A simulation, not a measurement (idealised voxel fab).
process module | voxel spacer lines
cross-section cut | 195 nm wide | cells 5 nm
A cross-section is a grid of square cells, given in bands from the top down. A band is one or more rows of cells.
Each band's line starts with the height of the band's top and of its bottom, in nm. Then come its materials from left to right, each with its width in nm. One material with "throughout" fills the band from edge to edge. "air" is empty space.
Height 0 is the level under which the wafer as received is all one material. The lowest band goes on downwards, as in "0 down".
A width such as "30 to 40" changes by the same amount from each row of cells to the next, from the band's top row to its bottom row.
"no change" after a step means that no cell of the cross-section changed.
closed voids: empty space of 8 cells or more with no open way to the top, each as width x height at its distance from the left edge, in nm
after a step's settings: what the simulator itself notes on the step
overlay nm, on a step with a mask: how far to the right of its planned place the mask lay; to the left if negative
plan
1 op RECEIVE | material Si
2 op CONFORMAL_DEP | material Al2O3 | thk nm 10
3 op DIRECTIONAL_DEP | material polySi | thk nm 10
4 op DIRECTIONAL_DEP | material aC | thk nm 25
5 op PATTERN | tone cover | mask id MANDREL | material resist | width nm 15 | pitch nm 50 | thk nm 35 | overlay nm 0
6 op DIRECTIONAL_ETCH | etch materials aC | depth nm 25
7 op STRIP | etch materials resist
8 op CONFORMAL_DEP | material SiO2 | thk nm 10
9 op DIRECTIONAL_ETCH | etch materials SiO2 | depth nm 10
10 op STRIP | etch materials aC
11 op DIRECTIONAL_ETCH | etch materials polySi | depth nm 10
12 op STRIP | etch materials SiO2
as received, after step 1
  0 down: Si throughout
  closed voids: none
first wafer at the end, as planned
  20 to 10: air 30 | polySi 10 | air 15 | polySi 10 | air 15 | polySi 10 | air 15 | polySi 10 | air 15 | polySi 10 | air 15 | polySi 10 | air 30
  10 to 0: Al2O3 throughout
  0 down: Si throughout
  closed voids: none
second wafer at the end: like start, like plan, one mistake
  20 to 10: air 40 | polySi 10 | air 15 | polySi 10 | air 15 | polySi 10 | air 15 | polySi 10 | air 15 | polySi 10 | air 15 | polySi 10 | air 20
  10 to 0: Al2O3 throughout
  0 down: Si throughout
  closed voids: none
what went wrong: step 5 ran as: op PATTERN | tone cover | mask id MANDREL | material resist | width nm 15 | pitch nm 50 | thk nm 35 | overlay nm 10
at the end the second wafer has, in cells: as many of each material as the first, in other places
